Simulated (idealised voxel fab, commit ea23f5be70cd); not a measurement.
This section sets out a process module, namely voxel transistor to metal.
The width of the displayed cross-section, cut, is 285 nm; its cells are square, with a size of 5 nm.
Heads up, the way a cross-section reads in here is a grid of square cells, handed over as bands from the top down, with every band being one or more rows of cells. The band entry comprises the height of the band's top followed by the height of its bottom, expressed in nm, and subsequently the band's materials from left to right, each stated together with its width in nm. Where a single material is marked with the word "edge to edge", that material fills the band from edge to edge. The word "empty" represents empty space. Measure heights from 0. That's the level where, below it, the as-received wafer is all one material. The lowest band is bottomless and extends downward; write it as in "0 and below". A width given as "30->40" starts at the first number in the band's top row and ends at the second number in its bottom row, shifting by an equal amount at every step from row to row. When a step is marked "nothing was modified", none of the cells in the cross-section changed during that step. "Closed void catalog" specifies each empty space that is not open to the top and that occupies no fewer than 8 cells, using the form width x height at distance, the distance measured from the left edge and all three quantities in nm. The remark found on a step's line after its settings is issued by the simulator itself and pertains to that step. overlay nm: how far to the right of its planned place the mask lay on this masked step (negative: to the left).

-- This section lists the process steps that were planned
- 1: RECEIVE [material Si]
- 2: CONFORMAL_DEP [material SiO2] [thk nm 5]
- 3: CONFORMAL_DEP [material SiN] [thk nm 10]
- 4: DIRECTIONAL_DEP [material aC] [thk nm 10]
- 5: PATTERN [tone cover] [mask id ACTIVE] [material resist] [width nm 100] [pitch nm 130] [thk nm 25] [overlay nm 0]
- 6: DIRECTIONAL_ETCH [etch materials aC] [depth nm 10]
- 7: STRIP [etch materials resist]
- 8: DIRECTIONAL_ETCH [etch materials SiN] [depth nm 10]
- 9: DIRECTIONAL_ETCH [etch materials SiO2] [depth nm 5]
- 10: DIRECTIONAL_ETCH [etch materials Si] [depth nm 35]
- 11: STRIP [etch materials aC]
- 12: FILL_DEP [material SiO2] [thk nm 15]
- 13: CMP [height nm 15]
- 14: SELECTIVE_ETCH [etch materials SiO2] [depth nm 10]
- 15: STRIP [etch materials SiN]
- 16: SELECTIVE_ETCH [etch materials SiO2] [depth nm 5]
- 17: OXIDIZE [depth nm 5]
- 18: DIRECTIONAL_DEP [material polySi] [thk nm 20]
- 19: DIRECTIONAL_DEP [material SiCN] [thk nm 15]
- 20: DIRECTIONAL_DEP [material aC] [thk nm 10]
- 21: PATTERN [tone cover] [mask id GATE] [material resist] [width nm 20] [pitch nm 130] [thk nm 25] [overlay nm 0]
- 22: DIRECTIONAL_ETCH [etch materials aC] [depth nm 10]
- 23: STRIP [etch materials resist]
- 24: DIRECTIONAL_ETCH [etch materials SiCN] [depth nm 25]
- 25: DIRECTIONAL_ETCH [etch materials polySi] [depth nm 30]
- 26: STRIP [etch materials aC]
- 27: CONFORMAL_DEP [material SiO2] [thk nm 5]
- 28: DIRECTIONAL_ETCH [etch materials SiO2] [depth nm 5]
- 29: CONFORMAL_DEP [material SiN] [thk nm 10]
- 30: DIRECTIONAL_ETCH [etch materials SiN] [depth nm 10]
- 31: DIRECTIONAL_ETCH [etch materials SiO2] [depth nm 5]
- 32: DIRECTIONAL_ETCH [etch materials Si] [depth nm 15]
- 33: EPI [material nSi] [thk nm 20]
- 34: FILL_DEP [material SiO2] [thk nm 10]
- 35: CMP [height nm 35]
- 36: DIRECTIONAL_DEP [material SiO2] [thk nm 15]
- 37: PATTERN [tone open] [mask id CONTACT] [material resist] [width nm 15] [thk nm 20] [overlay nm 0]
- 38: DIRECTIONAL_ETCH [etch materials SiO2] [depth nm 35]
- 39: STRIP [etch materials resist]
- 40: CONFORMAL_DEP [material TiN] [thk nm 5]
- 41: FILL_DEP [material Ru] [thk nm 5]
- 42: CMP [height nm 50]
- 43: DIRECTIONAL_DEP [material TiN] [thk nm 5]
- 44: DIRECTIONAL_DEP [material Ru] [thk nm 25]
- 45: MASKED_ETCH [tone cover] [mask id METAL_1] [width nm 15] [etch materials Ru] [depth nm 25] [overlay nm 0]
- 46: MASKED_ETCH [tone cover] [mask id METAL_1] [width nm 15] [etch materials TiN] [depth nm 5] [overlay nm 0]
- 47: CONFORMAL_DEP [material SiN] [thk nm 5]
- 48: FILL_DEP [material lowk] [thk nm 10]
- 49: CMP [height nm 80]
- 50: CONFORMAL_DEP [material SiCN] [thk nm 5]

-- Here's what the wafer looked like in cross-section when it arrived - that's after step 1
0 and below: Si edge to edge
Closed void catalog: none

-- Cross-section at module end, one run error; start and plan unchanged from above
85 down to 80: SiCN edge to edge
80 down to 55: 25 lowk  5 SiN  15 Ru  5 SiN  50 lowk  5 SiN  15 Ru  5 SiN  30 lowk  5 SiN  15 Ru  5 SiN  50 lowk  5 SiN  15 Ru  5 SiN  30 lowk
55 down to 50: 30 SiN  15 TiN  60 SiN  15 TiN  40 SiN  15 TiN  60 SiN  15 TiN  35 SiN
50 down to 35: 30 SiO2  5 TiN  5 Ru  5 TiN  60 SiO2  5 TiN  5 Ru  5 TiN  40 SiO2  5 TiN  5 Ru  5 TiN  60 SiO2  5 TiN  5 Ru  5 TiN  35 SiO2
35 down to 20: 30 SiO2  5 TiN  5 Ru  5 TiN  5 SiO2  10 SiN  5 SiO2  20 SiCN  5 SiO2  10 SiN  5 SiO2  5 TiN  5 Ru  5 TiN  40 SiO2  5 TiN  5 Ru  5 TiN  5 SiO2  10 SiN  5 SiO2  20 SiCN  5 SiO2  10 SiN  5 SiO2  5 TiN  5 Ru  5 TiN  35 SiO2
20 down to 15: 30 SiO2  15 TiN  5 SiO2  10 SiN  5 SiO2  20 polySi  5 SiO2  10 SiN  5 SiO2  15 TiN  40 SiO2  15 TiN  5 SiO2  10 SiN  5 SiO2  20 polySi  5 SiO2  10 SiN  5 SiO2  15 TiN  35 SiO2
15 down to 0: 50 SiO2  10 SiN  5 SiO2  20 polySi  5 SiO2  10 SiN  80 SiO2  10 SiN  5 SiO2  20 polySi  5 SiO2  10 SiN  55 SiO2
0 down to -5: 30 nSi  90 SiO2  40 nSi  90 SiO2  35 nSi
-5 down to -20: 25 nSi  100 SiO2  30 nSi  100 SiO2  30 nSi
-20 down to -35: 25 Si  100 SiO2  30 Si  100 SiO2  30 Si
-35 and below: Si edge to edge
Closed void catalog: none
Short version of what went wrong: planned and actual differ for step 5; actual: PATTERN [tone open] [mask id ACTIVE] [material resist] [width nm 100] [pitch nm 130] [thk nm 25] [overlay nm 0]
